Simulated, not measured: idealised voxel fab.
Process module name: voxel ribs on slabs
Section shown: cut. Width: 170 nm. Cell size: 5 nm, square.
Heads up, the way a cross-section reads in here is a grid of square cells, handed over as bands from the top down, with every band being one or more rows of cells. Within each band entry, the heights of the top and of the bottom of the band appear first, in that order and in nm; the materials of the band then follow from left to right, each with its corresponding width in nm. The designation "all across" on a single material indicates that it fills the band from edge to edge; the designation "air" indicates empty space. A quick word on heights: they are counted from 0, and under that level the wafer as it came to us is one material throughout. The lowest band is different from the rest in having no bottom; it simply continues downward, written as in "0 down". Top row gets the first number, bottom row gets the second, and each row in between changes by the same step: that is how a band width like "30..40" works. Reading "remained unchanged" for a step: not a cell of the cross-section changed in it. Entry "Fully closed voids" = empty spaces >= 8 cells with no open way to the top; each as width x height at distance, distance from left edge, all nm. On each step's line, the part that comes after the settings is the simulator's own comment on the step. "overlay nm", when on a step's line for a step with a mask, measures how far to the right of its planned place the mask lay; a negative measure means to the left.
-- Steps planned for the process
1: RECEIVE with material Si
2: DIRECTIONAL_DEP with material SiO2, thk nm 30
3: DIRECTIONAL_DEP with material SiN, thk nm 15
4: PATTERN with tone cover, mask id RIB, material resist, width nm 30, thk nm 20, overlay nm 0
5: DIRECTIONAL_ETCH with etch materials SiN, depth nm 10
6: STRIP with etch materials resist
7: DIRECTIONAL_DEP with material aC, thk nm 10
8: PATTERN with tone cover, mask id SLAB, material resist, width nm 60, thk nm 25, overlay nm 0
9: DIRECTIONAL_ETCH with etch materials aC, depth nm 10
10: STRIP with etch materials resist
11: DIRECTIONAL_ETCH with etch materials SiN, depth nm 5
12: STRIP with etch materials aC
13: FILL_DEP with material SiO2, thk nm 30
14: CMP with height nm 65
15: DIRECTIONAL_DEP with material W, thk nm 5
16: PATTERN with tone cover, mask id HEATER, material resist, width nm 40, thk nm 20, overlay nm 0
17: DIRECTIONAL_ETCH with etch materials W, depth nm 5
18: STRIP with etch materials resist
19: CONFORMAL_DEP with material SiN, thk nm 10
-- Cross-section of the wafer at receipt, which is the condition after step 1
  0 down: Si all across
  Fully closed voids: none
-- Look at the cross-section after the module: the wafer started out the way shown above and the plan was the one shown above, yet one mistake was made along the way
  70 to 65: air: 65 | W: 40 | air: 65
  65 to 45: SiO2 all across
  45 to 35: SiO2: 70 | SiN: 30 | SiO2: 70
  35 to 30: SiO2: 55 | SiN: 60 | SiO2: 55
  30 to 0: SiO2 all across
  0 down: Si all across
  Fully closed voids: none
So what did we get wrong on this run? with respect to the plan, step 19 was omitted and not executed
